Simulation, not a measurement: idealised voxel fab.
This is a process module. Its name is voxel capacitor over wiring.
Cross-sectional view cut (width: 225 nm; square cell size: 5 nm).
We lay out every cross-section as a grid of square cells and spell it out in bands from the top down, where one band means one or more rows of cells. Band: top height; bottom height; in nm. Then, left to right: material with width in nm, for each material. "all across": a single material spanning edge to edge. "air": empty space. Heights are measured from 0, the level below which the as-received wafer is all one material; the lowest band has no bottom and continues downward, written as in "from 0 down". Top row gets the first number, bottom row gets the second, and each row in between changes by the same step: that is how a band width like "30->40" works. Where the words "left unchanged" appear for a step, the cross-section shows no cell changed by that step; every cell remained as before. This entry, "Unvented internal voids", enumerates those empty regions of no fewer than 8 cells that possess no open connection to the top. Each region is reported in the form width x height at distance, the distance being taken from the left edge, with all three quantities expressed in nm. Formally, on a step line, whatever follows the settings is a remark that the simulator itself makes on the step. The line of a step may include "overlay nm". On a step with a mask, this value is how far to the right of its planned place the mask lay. A negative value means the mask lay to the left.
## The following list gives the planned process steps
1) RECEIVE,material Si
2) CONFORMAL_DEP,material SiO2,thk nm 10
3) DIRECTIONAL_DEP,material TiN,thk nm 5
4) DIRECTIONAL_DEP,material Ru,thk nm 15
5) DIRECTIONAL_DEP,material aC,thk nm 10
6) PATTERN,tone cover,mask id METAL_1,material resist,width nm 30,pitch nm 80,thk nm 25,overlay nm 0
7) DIRECTIONAL_ETCH,etch materials aC,depth nm 10
8) STRIP,etch materials resist
9) DIRECTIONAL_ETCH,etch materials Ru,depth nm 15
10) DIRECTIONAL_ETCH,etch materials TiN,depth nm 5
11) STRIP,etch materials aC
12) CONFORMAL_DEP,material SiCN,thk nm 5
13) FILL_DEP,material lowk,thk nm 10
14) CMP,height nm 30
15) CONFORMAL_DEP,material SiCN,thk nm 5
16) DIRECTIONAL_DEP,material SiO2,thk nm 20
17) MASKED_ETCH,tone open,mask id PLUG_1,width nm 15,etch materials SiO2,depth nm 20,overlay nm 0
18) MASKED_ETCH,tone open,mask id PLUG_1,width nm 15,etch materials SiCN,depth nm 5,overlay nm 0
19) EPI,material Ru,thk nm 10
20) EPI,material Ru,thk nm 10
21) EPI,material Ru,thk nm 5
22) DIRECTIONAL_DEP,material TiN,thk nm 10
23) DIRECTIONAL_DEP,material Al2O3,thk nm 5
24) DIRECTIONAL_DEP,material TiN,thk nm 5
25) DIRECTIONAL_DEP,material aC,thk nm 10
26) PATTERN,tone cover,mask id UPPER_PLATE,material resist,width nm 55,thk nm 30,overlay nm 0
27) DIRECTIONAL_ETCH,etch materials aC,depth nm 10
28) STRIP,etch materials resist
29) DIRECTIONAL_ETCH,etch materials TiN,depth nm 5
30) DIRECTIONAL_ETCH,etch materials Al2O3,depth nm 5
31) STRIP,etch materials aC
32) PATTERN,tone cover,mask id LOWER_PLATE,material resist,width nm 65,thk nm 15,overlay nm 0
33) DIRECTIONAL_ETCH,etch materials TiN,depth nm 10
34) STRIP,etch materials resist
35) FILL_DEP,material SiO2,thk nm 20
36) CMP,height nm 90
37) PATTERN,tone open,mask id PLUG_2,material resist,width nm 15,thk nm 20,overlay nm 0
38) DIRECTIONAL_ETCH,etch materials SiO2,depth nm 15
39) STRIP,etch materials resist
40) CONFORMAL_DEP,material TiN,thk nm 5
41) FILL_DEP,material Cu,thk nm 10
42) CMP,height nm 90
43) CONFORMAL_DEP,material SiCN,thk nm 5
## The following pertains to the first of two wafers, which was processed as planned
## Cross-sectional view of the wafer in its as-received condition, corresponding to the state after step 1
> from 0 down = Si all across
> Unvented internal voids: none
## Cross-section of the wafer subsequent to step 2
> from 10 to 0 = SiO2 all across
> Heights below 0 show no change.
## Cross-section of the wafer subsequent to step 3
> from 15 to 10 = TiN all across
> Heights below 10 show no change.
## Cross-section of the wafer subsequent to step 4
> from 30 to 15 = Ru all across
> Heights below 15 show no change.
## Cross-section of the wafer subsequent to step 5
> from 40 to 30 = aC all across
> Heights below 30 show no change.
## Cross-section of the wafer subsequent to step 6
> from 65 to 40 = air (55); resist (30); air (50); resist (30); air (60)
> Heights below 40 show no change.
## Cross-section of the wafer subsequent to step 7
> from 55 to 40 = air (55); resist (30); air (50); resist (30); air (60)
> from 40 to 30 = air (55); aC (30); air (50); aC (30); air (60)
> Heights below 30 show no change.
## Cross-section of the wafer subsequent to step 8
> from 40 to 30 = air (55); aC (30); air (50); aC (30); air (60)
> Heights below 30 show no change.
## Cross-section of the wafer subsequent to step 9
> from 40 to 30 = air (55); aC (30); air (50); aC (30); air (60)
> from 30 to 15 = air (55); Ru (30); air (50); Ru (30); air (60)
> Heights below 15 show no change.
## Cross-section of the wafer subsequent to step 10
> from 40 to 30 = air (55); aC (30); air (50); aC (30); air (60)
> from 30 to 15 = air (55); Ru (30); air (50); Ru (30); air (60)
> from 15 to 10 = air (55); TiN (30); air (50); TiN (30); air (60)
> Heights below 10 show no change.
## Cross-section of the wafer subsequent to step 11
> from 30 to 15 = air (55); Ru (30); air (50); Ru (30); air (60)
> Heights below 15 show no change.
## Cross-section of the wafer subsequent to step 12
> from 35 to 30 = air (50); SiCN (40); air (40); SiCN (40); air (55)
> from 30 to 15 = air (50); SiCN (5); Ru (30); SiCN (5); air (40); SiCN (5); Ru (30); SiCN (5); air (55)
> from 15 to 10 = SiCN (55); TiN (30); SiCN (50); TiN (30); SiCN (60)
> Heights below 10 show no change.
## Cross-section of the wafer subsequent to step 13
> from 45 to 35 = lowk all across
> from 35 to 30 = lowk (50); SiCN (40); lowk (40); SiCN (40); lowk (55)
> from 30 to 15 = lowk (50); SiCN (5); Ru (30); SiCN (5); lowk (40); SiCN (5); Ru (30); SiCN (5); lowk (55)
> Heights below 15 show no change.
## Cross-section of the wafer subsequent to step 14
> from 30 to 15 = lowk (50); SiCN (5); Ru (30); SiCN (5); lowk (40); SiCN (5); Ru (30); SiCN (5); lowk (55)
> Heights below 15 show no change.
## Cross-section of the wafer subsequent to step 15
> from 35 to 30 = SiCN all across
> Heights below 30 show no change.
## Cross-section of the wafer subsequent to step 16
> from 55 to 35 = SiO2 all across
> Heights below 35 show no change.
## Cross-section of the wafer subsequent to step 17
> from 55 to 35 = SiO2 (70); air (15); SiO2 (140)
> Heights below 35 show no change.
## Cross-section of the wafer subsequent to step 18
> from 55 to 35 = SiO2 (70); air (15); SiO2 (140)
> from 35 to 30 = SiCN (70); air (15); SiCN (140)
> Heights below 30 show no change.
## Cross-section of the wafer subsequent to step 19
> from 55 to 40 = SiO2 (70); air (15); SiO2 (140)
> from 40 to 35 = SiO2 (70); Ru (15); SiO2 (140)
> from 35 to 30 = SiCN (70); Ru (15); SiCN (140)
> Heights below 30 show no change.
## Cross-section of the wafer subsequent to step 20
> from 55 to 50 = SiO2 (70); air (15); SiO2 (140)
> from 50 to 35 = SiO2 (70); Ru (15); SiO2 (140)
> Heights below 35 show no change.
## Cross-section of the wafer subsequent to step 21
> from 55 to 35 = SiO2 (70); Ru (15); SiO2 (140)
> Heights below 35 show no change.
## Cross-section of the wafer subsequent to step 22
> from 65 to 55 = TiN all across
> Heights below 55 show no change.
## Cross-section of the wafer subsequent to step 23
> from 70 to 65 = Al2O3 all across
> Heights below 65 show no change.
## Cross-section of the wafer subsequent to step 24
> from 75 to 70 = TiN all across
> Heights below 70 show no change.
## Cross-section of the wafer subsequent to step 25
> from 85 to 75 = aC all across
> Heights below 75 show no change.
## Cross-section of the wafer subsequent to step 26
> from 115 to 85 = air (70); resist (55); air (100)
> Heights below 85 show no change.
## Cross-section of the wafer subsequent to step 27
> from 105 to 85 = air (70); resist (55); air (100)
> from 85 to 75 = air (70); aC (55); air (100)
> Heights below 75 show no change.
## Cross-section of the wafer subsequent to step 28
> from 85 to 75 = air (70); aC (55); air (100)
> Heights below 75 show no change.
## Cross-section of the wafer subsequent to step 29
> from 85 to 75 = air (70); aC (55); air (100)
> from 75 to 70 = air (70); TiN (55); air (100)
> Heights below 70 show no change.
## Cross-section of the wafer subsequent to step 30
> from 85 to 75 = air (70); aC (55); air (100)
> from 75 to 70 = air (70); TiN (55); air (100)
> from 70 to 65 = air (70); Al2O3 (55); air (100)
> Heights below 65 show no change.
## Cross-section of the wafer subsequent to step 31
> from 75 to 70 = air (70); TiN (55); air (100)
> Heights below 70 show no change.
## Cross-section of the wafer subsequent to step 32
> from 90 to 75 = air (65); resist (65); air (95)
> from 75 to 70 = air (65); resist (5); TiN (55); resist (5); air (95)
> from 70 to 65 = air (65); resist (5); Al2O3 (55); resist (5); air (95)
> Heights below 65 show no change.
## Cross-section of the wafer subsequent to step 33
> from 90 to 75 = air (65); resist (65); air (95)
> from 75 to 70 = air (65); resist (5); TiN (55); resist (5); air (95)
> from 70 to 65 = air (65); resist (5); Al2O3 (55); resist (5); air (95)
> from 65 to 55 = air (65); TiN (65); air (95)
> Heights below 55 show no change.
## Cross-section of the wafer subsequent to step 34
> from 75 to 70 = air (70); TiN (55); air (100)
> from 70 to 65 = air (70); Al2O3 (55); air (100)
> Heights below 65 show no change.
## Cross-section of the wafer subsequent to step 35
> from 95 to 75 = SiO2 all across
> from 75 to 70 = SiO2 (70); TiN (55); SiO2 (100)
> from 70 to 65 = SiO2 (70); Al2O3 (55); SiO2 (100)
> from 65 to 55 = SiO2 (65); TiN (65); SiO2 (95)
> Heights below 55 show no change.
## Cross-section of the wafer subsequent to step 36
> from 90 to 75 = SiO2 all across
> Heights below 75 show no change.
## Cross-section of the wafer subsequent to step 37
> from 110 to 90 = resist (80); air (15); resist (130)
> Heights below 90 show no change.
## Cross-section of the wafer subsequent to step 38
> from 110 to 90 = resist (80); air (15); resist (130)
> from 90 to 75 = SiO2 (80); air (15); SiO2 (130)
> Heights below 75 show no change.
## Cross-section of the wafer subsequent to step 39
> from 90 to 75 = SiO2 (80); air (15); SiO2 (130)
> Heights below 75 show no change.
## Cross-section of the wafer subsequent to step 40
> from 95 to 90 = TiN (85); air (5); TiN (135)
> from 90 to 80 = SiO2 (80); TiN (5); air (5); TiN (5); SiO2 (130)
> from 80 to 70 = SiO2 (80->70); TiN (15->55); SiO2 (130->100)
> Heights below 70 show no change.
## Cross-section of the wafer subsequent to step 41
> from 105 to 95 = Cu all across
> from 95 to 90 = TiN (85); Cu (5); TiN (135)
> from 90 to 80 = SiO2 (80); TiN (5); Cu (5); TiN (5); SiO2 (130)
> Heights below 80 show no change.
## Cross-section of the wafer subsequent to step 42
> from 90 to 80 = SiO2 (80); TiN (5); Cu (5); TiN (5); SiO2 (130)
> Heights below 80 show no change.
## Cross-section of the wafer subsequent to step 43
> from 95 to 90 = SiCN all across
> Heights below 90 show no change.
## Companion wafer, the second of two: same beginning, same intended sequence, one mistake in carrying it out; through step 25 inclusive it tracks the first exactly
## Cross-section of the second wafer corresponding to the planned conclusion of step 26
> from 115 to 85 = air (80); resist (55); air (90)
> Heights below 85 show no change.
## Cross-section of the second wafer corresponding to the planned conclusion of step 27
> from 105 to 85 = air (80); resist (55); air (90)
> from 85 to 75 = air (80); aC (55); air (90)
> Heights below 75 show no change.
## Cross-section of the second wafer corresponding to the planned conclusion of step 28
> from 85 to 75 = air (80); aC (55); air (90)
> Heights below 75 show no change.
## Cross-section of the second wafer corresponding to the planned conclusion of step 29
> from 85 to 75 = air (80); aC (55); air (90)
> from 75 to 70 = air (80); TiN (55); air (90)
> Heights below 70 show no change.
## Cross-section of the second wafer corresponding to the planned conclusion of step 30
> from 85 to 75 = air (80); aC (55); air (90)
> from 75 to 70 = air (80); TiN (55); air (90)
> from 70 to 65 = air (80); Al2O3 (55); air (90)
> Heights below 65 show no change.
## Cross-section of the second wafer corresponding to the planned conclusion of step 31
> from 75 to 70 = air (80); TiN (55); air (90)
> Heights below 70 show no change.
## Cross-section of the second wafer corresponding to the planned conclusion of step 32
> from 90 to 75 = air (65); resist (65); air (95)
> from 75 to 70 = air (65); resist (15); TiN (55); air (90)
> from 70 to 65 = air (65); resist (15); Al2O3 (55); air (90)
> Heights below 65 show no change.
## Cross-section of the second wafer corresponding to the planned conclusion of step 33
> from 90 to 75 = air (65); resist (65); air (95)
> from 75 to 70 = air (65); resist (15); TiN (50); air (95)
> from 70 to 65 = air (65); resist (15); Al2O3 (55); air (90)
> from 65 to 55 = air (65); TiN (70); air (90)
> Heights below 55 show no change.
## Cross-section of the second wafer corresponding to the planned conclusion of step 34
> from 75 to 70 = air (80); TiN (50); air (95)
> from 70 to 65 = air (80); Al2O3 (55); air (90)
> Heights below 65 show no change.
## Cross-section of the second wafer corresponding to the planned conclusion of step 35
> from 95 to 75 = SiO2 all across
> from 75 to 70 = SiO2 (80); TiN (50); SiO2 (95)
> from 70 to 65 = SiO2 (80); Al2O3 (55); SiO2 (90)
> from 65 to 55 = SiO2 (65); TiN (70); SiO2 (90)
> Heights below 55 show no change.
## Cross-section of the second wafer corresponding to the planned conclusion of step 36
> from 90 to 75 = SiO2 all across
> Heights below 75 show no change.
## Cross-section of the second wafer corresponding to the planned conclusion of step 37
> from 110 to 90 = resist (80); air (15); resist (130)
> Heights below 90 show no change.
## Cross-section of the second wafer corresponding to the planned conclusion of step 38
> from 110 to 90 = resist (80); air (15); resist (130)
> from 90 to 75 = SiO2 (80); air (15); SiO2 (130)
> Heights below 75 show no change.
## Cross-section of the second wafer corresponding to the planned conclusion of step 39
> from 90 to 75 = SiO2 (80); air (15); SiO2 (130)
> Heights below 75 show no change.
## Cross-section of the second wafer corresponding to the planned conclusion of step 40
> from 95 to 90 = TiN (85); air (5); TiN (135)
> from 90 to 80 = SiO2 (80); TiN (5); air (5); TiN (5); SiO2 (130)
> from 80 to 70 = SiO2 (80); TiN (15->50); SiO2 (130->95)
> Heights below 70 show no change.
## Cross-section of the second wafer corresponding to the planned conclusion of step 41
> from 105 to 95 = Cu all across
> from 95 to 90 = TiN (85); Cu (5); TiN (135)
> from 90 to 80 = SiO2 (80); TiN (5); Cu (5); TiN (5); SiO2 (130)
> Heights below 80 show no change.
## Cross-section of the second wafer corresponding to the planned conclusion of step 42
> from 90 to 80 = SiO2 (80); TiN (5); Cu (5); TiN (5); SiO2 (130)
> Heights below 80 show no change.
## Cross-section of the second wafer corresponding to the planned conclusion of step 43
> from 95 to 90 = SiCN all across
> Heights below 90 show no change.
It is concluded that the wafer was processed incorrectly with respect to the plan, in that off-plan run, step 26, actual operation and settings PATTERN,tone cover,mask id UPPER_PLATE,material resist,width nm 55,thk nm 30,overlay nm 10
It is noted that, at the conclusion of processing, the second wafer exhibits a higher or lower cell count for certain materials relative to the first: 1 fewer of SiO2 | 1 more of TiN
